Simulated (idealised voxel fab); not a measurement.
Process module heading - voxel transistor to metal
In the cross-section labelled cut, the width is 300 nm and each square cell is 5 nm.
For the purposes of this document, a cross-section shall be understood as a grid of square cells, specified as bands listed in top-to-bottom order, each band consisting of one or more rows of cells. The band entry comprises the height of the band's top followed by the height of its bottom, expressed in nm, and subsequently the band's materials from left to right, each stated together with its width in nm. Where a single material is marked with the word "full width", that material fills the band from edge to edge. The word "empty" represents empty space. Ref level 0: as-received wafer is one material below here. Bottom band extends down with no lower bound ("0 down"). Note: "30->40" means the width goes from the first number (top row of the band) to the second number (bottom row) in equal steps per row of cells. Step note "all unchanged" = no cross-section cell changed. Look at "Sealed void list" for the closed voids: empty spaces with no open path to the top, sized 8 cells or up. Each is width x height at distance, distance from the left edge, all nm. That trailing text on a step's line, after the settings, is the simulator's own remark on the step. The line of a step may include "overlay nm". On a step with a mask, this value is how far to the right of its planned place the mask lay. A negative value means the mask lay to the left.
**Process steps foreseen in the plan**
1: RECEIVE: material Si
2: OXIDIZE: depth nm 5
3: CONFORMAL_DEP: material SiN, thk nm 15
4: MASKED_ETCH: tone cover, mask id ACTIVE, width nm 105, pitch nm 130, etch materials SiN, depth nm 15, overlay nm 0
5: MASKED_ETCH: tone cover, mask id ACTIVE, width nm 105, pitch nm 130, etch materials SiO2, depth nm 5, overlay nm 0
6: MASKED_ETCH: tone cover, mask id ACTIVE, width nm 105, pitch nm 130, etch materials Si, depth nm 20, overlay nm 0
7: FILL_DEP: material SiO2, thk nm 10
8: CMP: height nm 15
9: SELECTIVE_ETCH: etch materials SiO2, depth nm 5
10: STRIP: etch materials SiN
11: SELECTIVE_ETCH: etch materials SiO2, depth nm 5
12: OXIDIZE: depth nm 5
13: DIRECTIONAL_DEP: material polySi, thk nm 30
14: DIRECTIONAL_DEP: material SiCN, thk nm 10
15: PATTERN: tone cover, mask id GATE, material resist, width nm 15, pitch nm 130, thk nm 20, overlay nm 0
16: DIRECTIONAL_ETCH: etch materials SiCN, depth nm 20
17: DIRECTIONAL_ETCH: etch materials polySi, depth nm 40
18: STRIP: etch materials resist
19: CONFORMAL_DEP: material SiN, thk nm 10
20: DIRECTIONAL_ETCH: etch materials SiN, depth nm 10
21: DIRECTIONAL_ETCH: etch materials SiO2, depth nm 5
22: DIRECTIONAL_ETCH: etch materials Si, depth nm 10
23: EPI: material SiGe, thk nm 15
24: FILL_DEP: material SiO2, thk nm 10
25: CMP: height nm 35
26: DIRECTIONAL_DEP: material SiO2, thk nm 15
27: PATTERN: tone open, mask id CONTACT, material resist, width nm 20, thk nm 20, overlay nm 0
28: DIRECTIONAL_ETCH: etch materials SiO2, depth nm 45
29: STRIP: etch materials resist
30: CONFORMAL_DEP: material TiN, thk nm 5
31: FILL_DEP: material W, thk nm 5
32: CMP: height nm 50
33: DIRECTIONAL_DEP: material TiN, thk nm 5
34: DIRECTIONAL_DEP: material W, thk nm 20
35: MASKED_ETCH: tone cover, mask id METAL_1, width nm 20, etch materials W, depth nm 20, overlay nm 0
36: MASKED_ETCH: tone cover, mask id METAL_1, width nm 20, etch materials TiN, depth nm 5, overlay nm 0
37: FILL_DEP: material SiO2, thk nm 5
38: CMP: height nm 75
39: CONFORMAL_DEP: material SiCN, thk nm 5
40: DIRECTIONAL_DEP: material lowk, thk nm 30
41: DIRECTIONAL_DEP: material aC, thk nm 10
42: PATTERN: tone open, mask id METAL_2, material resist, width nm 20, pitch nm 130, thk nm 30, overlay nm 0
43: DIRECTIONAL_ETCH: etch materials aC, depth nm 10
44: STRIP: etch materials resist
45: DIRECTIONAL_ETCH: etch materials lowk, depth nm 15
46: STRIP: etch materials aC
47: DIRECTIONAL_DEP: material aC, thk nm 10
48: PATTERN: tone open, mask id METAL_2_HOLES, material resist, width nm 15, pitch nm 130, thk nm 25, overlay nm 0
49: DIRECTIONAL_ETCH: etch materials aC, depth nm 10
50: STRIP: etch materials resist
51: DIRECTIONAL_ETCH: etch materials lowk, depth nm 15
52: DIRECTIONAL_ETCH: etch materials SiCN, depth nm 5
53: STRIP: etch materials aC
54: CONFORMAL_DEP: material TiN, thk nm 5
55: FILL_DEP: material Cu, thk nm 10
56: CMP: height nm 110
57: CONFORMAL_DEP: material SiCN, thk nm 5
**Wafer at receipt (post step 1), cross-section**
  0 down  Si full width
  Sealed void list: none
**First wafer of two, sectioned at end of module; run went per plan**
  115 to 110  SiCN full width
  110 to 100  35 lowk | 5 TiN | 10 Cu | 5 TiN | 110 lowk | 5 TiN | 10 Cu | 5 TiN | 115 lowk
  100 to 95  35 lowk | 5 TiN | 5 Cu | 10 TiN | 110 lowk | 5 TiN | 5 Cu | 10 TiN | 115 lowk
  95 to 80  35 lowk | 5 TiN | 5 Cu | 5 TiN | 115 lowk | 5 TiN | 5 Cu | 5 TiN | 120 lowk
  80 to 75  35 SiCN | 15 TiN | 115 SiCN | 15 TiN | 120 SiCN
  75 to 55  35 SiO2 | 20 W | 55 SiO2 | 20 W | 35 SiO2 | 20 W | 55 SiO2 | 20 W | 40 SiO2
  55 to 50  35 SiO2 | 20 TiN | 55 SiO2 | 20 TiN | 35 SiO2 | 20 TiN | 55 SiO2 | 20 TiN | 40 SiO2
  50 to 35  35 SiO2 | 5 TiN | 10 W | 5 TiN | 55 SiO2 | 5 TiN | 10 W | 5 TiN | 35 SiO2 | 5 TiN | 10 W | 5 TiN | 55 SiO2 | 5 TiN | 10 W | 5 TiN | 40 SiO2
  35 to 25  35 SiO2 | 5 TiN | 10 W | 5 TiN | 10 SiO2 | 10 SiN | 15 SiCN | 10 SiN | 10 SiO2 | 5 TiN | 10 W | 5 TiN | 35 SiO2 | 5 TiN | 10 W | 5 TiN | 10 SiO2 | 10 SiN | 15 SiCN | 10 SiN | 10 SiO2 | 5 TiN | 10 W | 5 TiN | 40 SiO2
  25 to 10  35 SiO2 | 5 TiN | 10 W | 5 TiN | 10 SiO2 | 10 SiN | 15 polySi | 10 SiN | 10 SiO2 | 5 TiN | 10 W | 5 TiN | 35 SiO2 | 5 TiN | 10 W | 5 TiN | 10 SiO2 | 10 SiN | 15 polySi | 10 SiN | 10 SiO2 | 5 TiN | 10 W | 5 TiN | 40 SiO2
  10 to 5  35 SiO2 | 20 TiN | 10 SiO2 | 10 SiN | 15 polySi | 10 SiN | 10 SiO2 | 20 TiN | 35 SiO2 | 20 TiN | 10 SiO2 | 10 SiN | 15 polySi | 10 SiN | 10 SiO2 | 20 TiN | 40 SiO2
  5 to -5  25 SiO2 | 10 SiN | 30 SiGe | 10 SiN | 15 polySi | 10 SiN | 30 SiGe | 10 SiN | 15 SiO2 | 10 SiN | 30 SiGe | 10 SiN | 15 polySi | 10 SiN | 30 SiGe | 10 SiN | 30 SiO2
  -5 to -10  35 SiO2 | 30 SiGe | 35 SiO2 | 30 SiGe | 35 SiO2 | 30 SiGe | 35 SiO2 | 30 SiGe | 40 SiO2
  -10 to -20  30 SiO2 | 5 Si | 30 SiGe | 35 Si | 30 SiGe | 5 Si | 25 SiO2 | 5 Si | 30 SiGe | 35 Si | 30 SiGe | 5 Si | 35 SiO2
  -20 to -25  30 SiO2 | 105 Si | 25 SiO2 | 105 Si | 35 SiO2
  -25 down  Si full width
  Sealed void list: none
**Cross-sectional image of the second wafer of the two following completion of the module. Starting state and process plan were the same as for the first wafer; one execution error occurred**
  115 to 110  SiCN full width
  110 to 100  45 Cu | 5 TiN | 5 lowk | 5 TiN | 115 Cu | 5 TiN | 5 lowk | 5 TiN | 110 Cu
  100 to 95  50 TiN | 5 lowk | 125 TiN | 5 lowk | 115 TiN
  95 to 80  lowk full width
  80 to 75  SiCN full width
  75 to 55  35 SiO2 | 20 W | 55 SiO2 | 20 W | 35 SiO2 | 20 W | 55 SiO2 | 20 W | 40 SiO2
  55 to 50  35 SiO2 | 20 TiN | 55 SiO2 | 20 TiN | 35 SiO2 | 20 TiN | 55 SiO2 | 20 TiN | 40 SiO2
  50 to 35  35 SiO2 | 5 TiN | 10 W | 5 TiN | 55 SiO2 | 5 TiN | 10 W | 5 TiN | 35 SiO2 | 5 TiN | 10 W | 5 TiN | 55 SiO2 | 5 TiN | 10 W | 5 TiN | 40 SiO2
  35 to 25  35 SiO2 | 5 TiN | 10 W | 5 TiN | 10 SiO2 | 10 SiN | 15 SiCN | 10 SiN | 10 SiO2 | 5 TiN | 10 W | 5 TiN | 35 SiO2 | 5 TiN | 10 W | 5 TiN | 10 SiO2 | 10 SiN | 15 SiCN | 10 SiN | 10 SiO2 | 5 TiN | 10 W | 5 TiN | 40 SiO2
  25 to 10  35 SiO2 | 5 TiN | 10 W | 5 TiN | 10 SiO2 | 10 SiN | 15 polySi | 10 SiN | 10 SiO2 | 5 TiN | 10 W | 5 TiN | 35 SiO2 | 5 TiN | 10 W | 5 TiN | 10 SiO2 | 10 SiN | 15 polySi | 10 SiN | 10 SiO2 | 5 TiN | 10 W | 5 TiN | 40 SiO2
  10 to 5  35 SiO2 | 20 TiN | 10 SiO2 | 10 SiN | 15 polySi | 10 SiN | 10 SiO2 | 20 TiN | 35 SiO2 | 20 TiN | 10 SiO2 | 10 SiN | 15 polySi | 10 SiN | 10 SiO2 | 20 TiN | 40 SiO2
  5 to -5  25 SiO2 | 10 SiN | 30 SiGe | 10 SiN | 15 polySi | 10 SiN | 30 SiGe | 10 SiN | 15 SiO2 | 10 SiN | 30 SiGe | 10 SiN | 15 polySi | 10 SiN | 30 SiGe | 10 SiN | 30 SiO2
  -5 to -10  35 SiO2 | 30 SiGe | 35 SiO2 | 30 SiGe | 35 SiO2 | 30 SiGe | 35 SiO2 | 30 SiGe | 40 SiO2
  -10 to -20  30 SiO2 | 5 Si | 30 SiGe | 35 Si | 30 SiGe | 5 Si | 25 SiO2 | 5 Si | 30 SiGe | 35 Si | 30 SiGe | 5 Si | 35 SiO2
  -20 to -25  30 SiO2 | 105 Si | 25 SiO2 | 105 Si | 35 SiO2
  -25 down  Si full width
  Sealed void list: none
Deviation from plan: step 42 deviated from plan and actually ran as PATTERN: tone cover, mask id METAL_2, material resist, width nm 20, pitch nm 130, thk nm 30, overlay nm 0
Final cells, second wafer relative to first, materials higher or lower: Cu +92 | SiCN +6 | TiN +34 | lowk -132
